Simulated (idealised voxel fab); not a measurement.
The name of this process module is voxel transistor to metal.
Shown is cross-section cut, with a width of 150 nm and square cells of size 5 nm.
Heads up, the way a cross-section reads in here is a grid of square cells, handed over as bands from the top down, with every band being one or more rows of cells. The entry gives the band's vertical extent as a top height and a bottom height in nm, then its horizontal make-up as materials from left to right, each with a width in nm. "blank" stands for empty space; a single material marked "throughout" fills the band edge to edge. Height is counted from the level 0, under which the received wafer is composed throughout of one material. The lowest of the bands is not closed at the bottom but continues downward, in the notation "0 down". Width spec "30 to 40" -> top row of cells at first value, bottom row at second value, equal per-row change in between. Basically "same as before" means that step didn't change any cell in the cross-section. So "Tabulated closed voids" is basically the list of trapped voids: any empty space of 8 cells or more that can't reach the top through an opening. They're written width x height at distance, the distance being from the left edge, and it's all nm. On each step's line, the part that comes after the settings is the simulator's own comment on the step. The "overlay nm" setting may appear on a step's line; for a step that uses a mask, it gives how far to the right of its planned position the mask lay, and a negative value indicates the left.
[Process steps foreseen in the plan]
1,RECEIVE, material Si
2,OXIDIZE, depth nm 5
3,CONFORMAL_DEP, material SiN, thk nm 15
4,DIRECTIONAL_DEP, material aC, thk nm 15
5,PATTERN, tone cover, mask id ACTIVE, material resist, width nm 110, thk nm 30, overlay nm 0
6,DIRECTIONAL_ETCH, etch materials aC, depth nm 15
7,STRIP, etch materials resist
8,DIRECTIONAL_ETCH, etch materials SiN, depth nm 15
9,DIRECTIONAL_ETCH, etch materials SiO2, depth nm 5
10,DIRECTIONAL_ETCH, etch materials Si, depth nm 20
11,STRIP, etch materials aC
12,OXIDIZE, depth nm 5
13,FILL_DEP, material SiO2, thk nm 10
14,CMP, height nm 15
15,SELECTIVE_ETCH, etch materials SiO2, depth nm 5
16,STRIP, etch materials SiN
17,SELECTIVE_ETCH, etch materials SiO2, depth nm 5
18,OXIDIZE, depth nm 5
19,DIRECTIONAL_DEP, material polySi, thk nm 20
20,DIRECTIONAL_DEP, material SiCN, thk nm 10
21,DIRECTIONAL_DEP, material aC, thk nm 15
22,PATTERN, tone cover, mask id GATE, material resist, width nm 30, thk nm 35, overlay nm 0
23,DIRECTIONAL_ETCH, etch materials aC, depth nm 15
24,STRIP, etch materials resist
25,DIRECTIONAL_ETCH, etch materials SiCN, depth nm 20
26,DIRECTIONAL_ETCH, etch materials polySi, depth nm 30
27,STRIP, etch materials aC
28,CONFORMAL_DEP, material SiO2, thk nm 5
29,DIRECTIONAL_ETCH, etch materials SiO2, depth nm 5
30,CONFORMAL_DEP, material SiN, thk nm 5
31,DIRECTIONAL_ETCH, etch materials SiN, depth nm 5
32,DIRECTIONAL_ETCH, etch materials SiO2, depth nm 5
33,DIRECTIONAL_ETCH, etch materials Si, depth nm 15
34,EPI, material SiGe, thk nm 15
35,FILL_DEP, material SiO2, thk nm 5
36,CMP, height nm 15
37,STRIP, etch materials polySi
38,SELECTIVE_ETCH, etch materials SiO2, depth nm 5
39,CONFORMAL_DEP, material HfO2, thk nm 5
40,CONFORMAL_DEP, material TiN, thk nm 5
41,FILL_DEP, material W, thk nm 5
42,CMP, height nm 10
43,DIRECTIONAL_DEP, material SiO2, thk nm 15
44,PATTERN, tone open, mask id CONTACT, material resist, width nm 15, pitch nm 85, thk nm 20, overlay nm 0
45,DIRECTIONAL_ETCH, etch materials SiO2, depth nm 35
46,STRIP, etch materials resist
47,CONFORMAL_DEP, material TiN, thk nm 5
48,FILL_DEP, material W, thk nm 10
49,CMP, height nm 25
50,CONFORMAL_DEP, material SiN, thk nm 5
51,DIRECTIONAL_DEP, material SiO2, thk nm 25
52,PATTERN, tone open, mask id METAL_1, material resist, width nm 15, pitch nm 85, thk nm 15, overlay nm 0
53,DIRECTIONAL_ETCH, etch materials SiO2, depth nm 25
54,DIRECTIONAL_ETCH, etch materials SiN, depth nm 5
55,STRIP, etch materials resist
56,CONFORMAL_DEP, material TiN, thk nm 5
57,FILL_DEP, material Cu, thk nm 10
58,CMP, height nm 55
59,EPI, material Ru, thk nm 5
60,FILL_DEP, material SiCN, thk nm 5
61,DIRECTIONAL_DEP, material lowk, thk nm 35
62,DIRECTIONAL_DEP, material aC, thk nm 10
63,PATTERN, tone open, mask id METAL_2, material resist, width nm 15, pitch nm 85, thk nm 25, overlay nm 0
64,DIRECTIONAL_ETCH, etch materials aC, depth nm 10
65,STRIP, etch materials resist
66,DIRECTIONAL_ETCH, etch materials lowk, depth nm 20
67,STRIP, etch materials aC
68,DIRECTIONAL_DEP, material aC, thk nm 15
69,PATTERN, tone open, mask id METAL_2_HOLES, material resist, width nm 15, pitch nm 85, thk nm 35, overlay nm 0
70,DIRECTIONAL_ETCH, etch materials aC, depth nm 15
71,STRIP, etch materials resist
72,DIRECTIONAL_ETCH, etch materials lowk, depth nm 15
73,DIRECTIONAL_ETCH, etch materials SiCN, depth nm 5
74,STRIP, etch materials aC
75,CONFORMAL_DEP, material TiN, thk nm 5
76,FILL_DEP, material Cu, thk nm 5
77,CMP, height nm 100
78,CONFORMAL_DEP, material SiCN, thk nm 5
[As-received state of the wafer in cross-section, equivalent to post-step 1]
- 0 down = Si throughout
- Tabulated closed voids: none
[Below is the wafer in cross-section after the module was completed. It began from the starting point shown above and followed the plan shown above, except that one mistake was made while running it]
- 105 to 100 = SiCN throughout
- 100 to 65 = 25 nm lowk, 5 nm TiN, 5 nm Cu, 5 nm TiN, 70 nm lowk, 5 nm TiN, 5 nm Cu, 5 nm TiN, 25 nm lowk
- 65 to 60 = 25 nm SiCN, 15 nm TiN, 70 nm SiCN, 15 nm TiN, 25 nm SiCN
- 60 to 55 = 15 nm SiCN, 25 nm Ru, 60 nm SiCN, 25 nm Ru, 25 nm SiCN
- 55 to 30 = 20 nm SiO2, 5 nm TiN, 5 nm Cu, 5 nm TiN, 70 nm SiO2, 5 nm TiN, 5 nm Cu, 5 nm TiN, 30 nm SiO2
- 30 to 25 = 20 nm SiN, 15 nm TiN, 70 nm SiN, 15 nm TiN, 30 nm SiN
- 25 to 10 = 25 nm SiO2, 5 nm TiN, 5 nm W, 5 nm TiN, 70 nm SiO2, 5 nm TiN, 5 nm W, 5 nm TiN, 25 nm SiO2
- 10 to 5 = 25 nm SiO2, 15 nm TiN, 10 nm SiO2, 5 nm SiN, 5 nm HfO2, 5 nm TiN, 20 nm W, 5 nm TiN, 5 nm HfO2, 5 nm SiN, 10 nm SiO2, 15 nm TiN, 25 nm SiO2
- 5 to 0 = 20 nm SiO2, 5 nm SiN, 10 nm TiN, 15 nm SiGe, 5 nm SiN, 5 nm HfO2, 5 nm TiN, 20 nm W, 5 nm TiN, 5 nm HfO2, 5 nm SiN, 15 nm SiGe, 10 nm TiN, 5 nm SiN, 20 nm SiO2
- 0 to -5 = 20 nm SiO2, 5 nm SiN, 10 nm TiN, 15 nm SiGe, 5 nm SiN, 5 nm HfO2, 30 nm TiN, 5 nm HfO2, 5 nm SiN, 15 nm SiGe, 10 nm TiN, 5 nm SiN, 20 nm SiO2
- -5 to -10 = 25 nm SiO2, 10 nm TiN, 15 nm SiGe, 5 nm SiO2, 40 nm HfO2, 5 nm SiO2, 15 nm SiGe, 10 nm TiN, 25 nm SiO2
- -10 to -25 = 25 nm SiO2, 25 nm SiGe, 50 nm Si, 25 nm SiGe, 25 nm SiO2
- -25 to -30 = 25 nm SiO2, 100 nm Si, 25 nm SiO2
- -30 down = Si throughout
- Tabulated closed voids: none
The mistake made against the process plan was this: step 52: run off-plan, actual operation and settings PATTERN, tone open, mask id METAL_1, material resist, width nm 15, pitch nm 85, thk nm 15, overlay nm -5
